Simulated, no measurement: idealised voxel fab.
process module | voxel capacitor over wiring
Pictured: cross-section cut, 295 nm wide, on a grid of 5 nm square cells.
Think of the cross-section as a grid of square cells. We describe it in bands, top to bottom, and each band covers one or more rows of those cells.
Band: top and bottom heights (nm) first, top before bottom; then materials from left to right, widths in nm. "full width" marks a sole material filling the band edge to edge. "air" denotes empty space.
For the purposes of this specification, 0 denotes the height below which the wafer in its as-received condition is composed wholly of one material, and the lowermost band, lacking a lower limit, extends downward without end, as expressed in "z 0 and below".
The notation "30->40" denotes a width that varies across the rows of cells in the band, beginning at the first number in the top row, finishing at the second number in the bottom row, and changing by an identical amount from each row to the next.
"nothing different" after a step means that no cell of the cross-section changed.
Closed-off voids of 8+ cells (no open route to the top) go in "Enclosed void list", written width x height at distance from the left edge, in nm.
after a step's settings: what the simulator itself notes on the step
The optional step-line setting "overlay nm" applies to steps with a mask and quantifies how far to the right of its planned location the mask lay, a negative value indicating leftward placement.
THE STEPS PLANNED FOR THE PROCESS ARE AS FOLLOWS
1,RECEIVE [material Si]
2,CONFORMAL_DEP [material SiO2] [thk nm 15]
3,DIRECTIONAL_DEP [material TiN] [thk nm 5]
4,DIRECTIONAL_DEP [material W] [thk nm 25]
5,MASKED_ETCH [tone cover] [mask id METAL_1] [width nm 25] [pitch nm 90] [etch materials W] [depth nm 25] [overlay nm 0]
6,MASKED_ETCH [tone cover] [mask id METAL_1] [width nm 25] [pitch nm 90] [etch materials TiN] [depth nm 5] [overlay nm 0]
7,FILL_DEP [material SiO2] [thk nm 5]
8,CMP [height nm 45]
9,CONFORMAL_DEP [material SiCN] [thk nm 5]
10,DIRECTIONAL_DEP [material SiO2] [thk nm 10]
11,PATTERN [tone open] [mask id PLUG_1] [material resist] [width nm 15] [thk nm 15] [overlay nm 0]
12,DIRECTIONAL_ETCH [etch materials SiO2] [depth nm 10]
13,DIRECTIONAL_ETCH [etch materials SiCN] [depth nm 5]
14,STRIP [etch materials resist]
15,EPI [material Ru] [thk nm 10]
16,EPI [material Ru] [thk nm 5]
17,DIRECTIONAL_DEP [material TiN] [thk nm 5]
18,DIRECTIONAL_DEP [material Al2O3] [thk nm 5]
19,DIRECTIONAL_DEP [material TiN] [thk nm 10]
20,PATTERN [tone cover] [mask id UPPER_PLATE] [material resist] [width nm 70] [thk nm 15] [overlay nm 0]
21,DIRECTIONAL_ETCH [etch materials TiN] [depth nm 10]
22,DIRECTIONAL_ETCH [etch materials Al2O3] [depth nm 5]
23,STRIP [etch materials resist]
24,MASKED_ETCH [tone cover] [mask id LOWER_PLATE] [width nm 80] [etch materials TiN] [depth nm 5] [overlay nm 0]
25,FILL_DEP [material SiO2] [thk nm 20]
26,CMP [height nm 95]
27,PATTERN [tone open] [mask id PLUG_2] [material resist] [width nm 15] [thk nm 15] [overlay nm 0]
28,DIRECTIONAL_ETCH [etch materials SiO2] [depth nm 15]
29,STRIP [etch materials resist]
30,CONFORMAL_DEP [material TiN] [thk nm 5]
31,FILL_DEP [material Cu] [thk nm 10]
32,CMP [height nm 95]
33,CONFORMAL_DEP [material SiCN] [thk nm 5]
FIRST WAFER, AS PLANNED
HERE'S WHAT THE WAFER LOOKED LIKE IN CROSS-SECTION WHEN IT ARRIVED - THAT'S AFTER STEP 1
* z 0 and below: Si full width
* Enclosed void list: none
WAFER XSEC, POST STEP 2
* z 15 to 0: SiO2 full width
* Note: structure below 0 unchanged.
WAFER XSEC, POST STEP 3
* z 20 to 15: TiN full width
* Note: structure below 15 unchanged.
WAFER XSEC, POST STEP 4
* z 45 to 20: W full width
* Note: structure below 20 unchanged.
WAFER XSEC, POST STEP 5
* z 45 to 20: air 90, W 25, air 65, W 25, air 90
* Note: structure below 20 unchanged.
WAFER XSEC, POST STEP 6
* z 45 to 20: air 90, W 25, air 65, W 25, air 90
* z 20 to 15: air 90, TiN 25, air 65, TiN 25, air 90
* Note: structure below 15 unchanged.
WAFER XSEC, POST STEP 7
* z 50 to 45: SiO2 full width
* z 45 to 20: SiO2 90, W 25, SiO2 65, W 25, SiO2 90
* z 20 to 15: SiO2 90, TiN 25, SiO2 65, TiN 25, SiO2 90
* Note: structure below 15 unchanged.
WAFER XSEC, POST STEP 8
* z 45 to 20: SiO2 90, W 25, SiO2 65, W 25, SiO2 90
* Note: structure below 20 unchanged.
WAFER XSEC, POST STEP 9
* z 50 to 45: SiCN full width
* Note: structure below 45 unchanged.
WAFER XSEC, POST STEP 10
* z 60 to 50: SiO2 full width
* Note: structure below 50 unchanged.
WAFER XSEC, POST STEP 11
* z 75 to 60: resist 100, air 15, resist 180
* Note: structure below 60 unchanged.
WAFER XSEC, POST STEP 12
* z 75 to 60: resist 100, air 15, resist 180
* z 60 to 50: SiO2 100, air 15, SiO2 180
* Note: structure below 50 unchanged.
WAFER XSEC, POST STEP 13
* z 75 to 60: resist 100, air 15, resist 180
* z 60 to 50: SiO2 100, air 15, SiO2 180
* z 50 to 45: SiCN 100, air 15, SiCN 180
* Note: structure below 45 unchanged.
WAFER XSEC, POST STEP 14
* z 60 to 50: SiO2 100, air 15, SiO2 180
* Note: structure below 50 unchanged.
WAFER XSEC, POST STEP 15
* z 60 to 55: SiO2 100, air 15, SiO2 180
* z 55 to 50: SiO2 100, Ru 15, SiO2 180
* z 50 to 45: SiCN 100, Ru 15, SiCN 180
* Note: structure below 45 unchanged.
WAFER XSEC, POST STEP 16
* z 60 to 50: SiO2 100, Ru 15, SiO2 180
* Note: structure below 50 unchanged.
WAFER XSEC, POST STEP 17
* z 65 to 60: TiN full width
* Note: structure below 60 unchanged.
WAFER XSEC, POST STEP 18
* z 70 to 65: Al2O3 full width
* Note: structure below 65 unchanged.
WAFER XSEC, POST STEP 19
* z 80 to 70: TiN full width
* Note: structure below 70 unchanged.
WAFER XSEC, POST STEP 20
* z 95 to 80: air 100, resist 70, air 125
* Note: structure below 80 unchanged.
WAFER XSEC, POST STEP 21
* z 95 to 80: air 100, resist 70, air 125
* z 80 to 70: air 100, TiN 70, air 125
* Note: structure below 70 unchanged.
WAFER XSEC, POST STEP 22
* z 95 to 80: air 100, resist 70, air 125
* z 80 to 70: air 100, TiN 70, air 125
* z 70 to 65: air 100, Al2O3 70, air 125
* Note: structure below 65 unchanged.
WAFER XSEC, POST STEP 23
* z 80 to 70: air 100, TiN 70, air 125
* Note: structure below 70 unchanged.
WAFER XSEC, POST STEP 24
* z 80 to 70: air 100, TiN 70, air 125
* z 70 to 65: air 100, Al2O3 70, air 125
* z 65 to 60: air 95, TiN 80, air 120
* Note: structure below 60 unchanged.
WAFER XSEC, POST STEP 25
* z 100 to 80: SiO2 full width
* z 80 to 70: SiO2 100, TiN 70, SiO2 125
* z 70 to 65: SiO2 100, Al2O3 70, SiO2 125
* z 65 to 60: SiO2 95, TiN 80, SiO2 120
* Note: structure below 60 unchanged.
WAFER XSEC, POST STEP 26
* z 95 to 80: SiO2 full width
* Note: structure below 80 unchanged.
WAFER XSEC, POST STEP 27
* z 110 to 95: resist 110, air 15, resist 170
* Note: structure below 95 unchanged.
WAFER XSEC, POST STEP 28
* z 110 to 95: resist 110, air 15, resist 170
* z 95 to 80: SiO2 110, air 15, SiO2 170
* Note: structure below 80 unchanged.
WAFER XSEC, POST STEP 29
* z 95 to 80: SiO2 110, air 15, SiO2 170
* Note: structure below 80 unchanged.
WAFER XSEC, POST STEP 30
* z 100 to 95: TiN 115, air 5, TiN 175
* z 95 to 85: SiO2 110, TiN 5, air 5, TiN 5, SiO2 170
* z 85 to 80: SiO2 110, TiN 15, SiO2 170
* Note: structure below 80 unchanged.
WAFER XSEC, POST STEP 31
* z 110 to 100: Cu full width
* z 100 to 95: TiN 115, Cu 5, TiN 175
* z 95 to 85: SiO2 110, TiN 5, Cu 5, TiN 5, SiO2 170
* Note: structure below 85 unchanged.
WAFER XSEC, POST STEP 32
* z 95 to 85: SiO2 110, TiN 5, Cu 5, TiN 5, SiO2 170
* Note: structure below 85 unchanged.
WAFER XSEC, POST STEP 33
* z 100 to 95: SiCN full width
* Note: structure below 95 unchanged.
SECOND WAFER, SAME STARTING STATE AND PLAN AS THE FIRST, ONE MISTAKE IN THE RUN, IDENTICAL THROUGH STEP 1
SECOND WAFER, SECTION VIEW, TIME POINT: SCHEDULED END OF STEP 2
* z 25 to 0: SiO2 full width
* Note: structure below 0 unchanged.
SECOND WAFER, SECTION VIEW, TIME POINT: SCHEDULED END OF STEP 3
* z 30 to 25: TiN full width
* Note: structure below 25 unchanged.
SECOND WAFER, SECTION VIEW, TIME POINT: SCHEDULED END OF STEP 4
* z 55 to 30: W full width
* Note: structure below 30 unchanged.
SECOND WAFER, SECTION VIEW, TIME POINT: SCHEDULED END OF STEP 5
* z 55 to 30: air 90, W 25, air 65, W 25, air 90
* Note: structure below 30 unchanged.
SECOND WAFER, SECTION VIEW, TIME POINT: SCHEDULED END OF STEP 6
* z 55 to 30: air 90, W 25, air 65, W 25, air 90
* z 30 to 25: air 90, TiN 25, air 65, TiN 25, air 90
* Note: structure below 25 unchanged.
SECOND WAFER, SECTION VIEW, TIME POINT: SCHEDULED END OF STEP 7
* z 60 to 55: SiO2 full width
* z 55 to 30: SiO2 90, W 25, SiO2 65, W 25, SiO2 90
* z 30 to 25: SiO2 90, TiN 25, SiO2 65, TiN 25, SiO2 90
* Note: structure below 25 unchanged.
SECOND WAFER, SECTION VIEW, TIME POINT: SCHEDULED END OF STEP 8
* z 45 to 30: SiO2 90, W 25, SiO2 65, W 25, SiO2 90
* Note: structure below 30 unchanged.
SECOND WAFER, SECTION VIEW, TIME POINT: SCHEDULED END OF STEP 9
* z 50 to 45: SiCN full width
* Note: structure below 45 unchanged.
SECOND WAFER, SECTION VIEW, TIME POINT: SCHEDULED END OF STEP 10
* z 60 to 50: SiO2 full width
* Note: structure below 50 unchanged.
SECOND WAFER, SECTION VIEW, TIME POINT: SCHEDULED END OF STEP 11
* z 75 to 60: resist 100, air 15, resist 180
* Note: structure below 60 unchanged.
SECOND WAFER, SECTION VIEW, TIME POINT: SCHEDULED END OF STEP 12
* z 75 to 60: resist 100, air 15, resist 180
* z 60 to 50: SiO2 100, air 15, SiO2 180
* Note: structure below 50 unchanged.
SECOND WAFER, SECTION VIEW, TIME POINT: SCHEDULED END OF STEP 13
* z 75 to 60: resist 100, air 15, resist 180
* z 60 to 50: SiO2 100, air 15, SiO2 180
* z 50 to 45: SiCN 100, air 15, SiCN 180
* Note: structure below 45 unchanged.
SECOND WAFER, SECTION VIEW, TIME POINT: SCHEDULED END OF STEP 14
* z 60 to 50: SiO2 100, air 15, SiO2 180
* Note: structure below 50 unchanged.
SECOND WAFER, SECTION VIEW, TIME POINT: SCHEDULED END OF STEP 15
* z 60 to 55: SiO2 100, air 15, SiO2 180
* z 55 to 50: SiO2 100, Ru 15, SiO2 180
* z 50 to 45: SiCN 100, Ru 15, SiCN 180
* Note: structure below 45 unchanged.
SECOND WAFER, SECTION VIEW, TIME POINT: SCHEDULED END OF STEP 16
* z 60 to 50: SiO2 100, Ru 15, SiO2 180
* Note: structure below 50 unchanged.
SECOND WAFER, SECTION VIEW, TIME POINT: SCHEDULED END OF STEP 17
* z 65 to 60: TiN full width
* Note: structure below 60 unchanged.
SECOND WAFER, SECTION VIEW, TIME POINT: SCHEDULED END OF STEP 18
* z 70 to 65: Al2O3 full width
* Note: structure below 65 unchanged.
SECOND WAFER, SECTION VIEW, TIME POINT: SCHEDULED END OF STEP 19
* z 80 to 70: TiN full width
* Note: structure below 70 unchanged.
SECOND WAFER, SECTION VIEW, TIME POINT: SCHEDULED END OF STEP 20
* z 95 to 80: air 100, resist 70, air 125
* Note: structure below 80 unchanged.
SECOND WAFER, SECTION VIEW, TIME POINT: SCHEDULED END OF STEP 21
* z 95 to 80: air 100, resist 70, air 125
* z 80 to 70: air 100, TiN 70, air 125
* Note: structure below 70 unchanged.
SECOND WAFER, SECTION VIEW, TIME POINT: SCHEDULED END OF STEP 22
* z 95 to 80: air 100, resist 70, air 125
* z 80 to 70: air 100, TiN 70, air 125
* z 70 to 65: air 100, Al2O3 70, air 125
* Note: structure below 65 unchanged.
SECOND WAFER, SECTION VIEW, TIME POINT: SCHEDULED END OF STEP 23
* z 80 to 70: air 100, TiN 70, air 125
* Note: structure below 70 unchanged.
SECOND WAFER, SECTION VIEW, TIME POINT: SCHEDULED END OF STEP 24
* z 80 to 70: air 100, TiN 70, air 125
* z 70 to 65: air 100, Al2O3 70, air 125
* z 65 to 60: air 95, TiN 80, air 120
* Note: structure below 60 unchanged.
SECOND WAFER, SECTION VIEW, TIME POINT: SCHEDULED END OF STEP 25
* z 100 to 80: SiO2 full width
* z 80 to 70: SiO2 100, TiN 70, SiO2 125
* z 70 to 65: SiO2 100, Al2O3 70, SiO2 125
* z 65 to 60: SiO2 95, TiN 80, SiO2 120
* Note: structure below 60 unchanged.
SECOND WAFER, SECTION VIEW, TIME POINT: SCHEDULED END OF STEP 26
* z 95 to 80: SiO2 full width
* Note: structure below 80 unchanged.
SECOND WAFER, SECTION VIEW, TIME POINT: SCHEDULED END OF STEP 27
* z 110 to 95: resist 110, air 15, resist 170
* Note: structure below 95 unchanged.
SECOND WAFER, SECTION VIEW, TIME POINT: SCHEDULED END OF STEP 28
* z 110 to 95: resist 110, air 15, resist 170
* z 95 to 80: SiO2 110, air 15, SiO2 170
* Note: structure below 80 unchanged.
SECOND WAFER, SECTION VIEW, TIME POINT: SCHEDULED END OF STEP 29
* z 95 to 80: SiO2 110, air 15, SiO2 170
* Note: structure below 80 unchanged.
SECOND WAFER, SECTION VIEW, TIME POINT: SCHEDULED END OF STEP 30
* z 100 to 95: TiN 115, air 5, TiN 175
* z 95 to 85: SiO2 110, TiN 5, air 5, TiN 5, SiO2 170
* z 85 to 80: SiO2 110, TiN 15, SiO2 170
* Note: structure below 80 unchanged.
SECOND WAFER, SECTION VIEW, TIME POINT: SCHEDULED END OF STEP 31
* z 110 to 100: Cu full width
* z 100 to 95: TiN 115, Cu 5, TiN 175
* z 95 to 85: SiO2 110, TiN 5, Cu 5, TiN 5, SiO2 170
* Note: structure below 85 unchanged.
SECOND WAFER, SECTION VIEW, TIME POINT: SCHEDULED END OF STEP 32
* z 95 to 85: SiO2 110, TiN 5, Cu 5, TiN 5, SiO2 170
* Note: structure below 85 unchanged.
SECOND WAFER, SECTION VIEW, TIME POINT: SCHEDULED END OF STEP 33
* z 100 to 95: SiCN full width
* Note: structure below 95 unchanged.
The mistake made against the process plan was this: for step 2, the planned setting was not used; the step was instead run as CONFORMAL_DEP [material SiO2] [thk nm 25]
Looking at both finished wafers in cells, the second ends up ahead of or behind the first on some materials: SiO2 +20; W -20
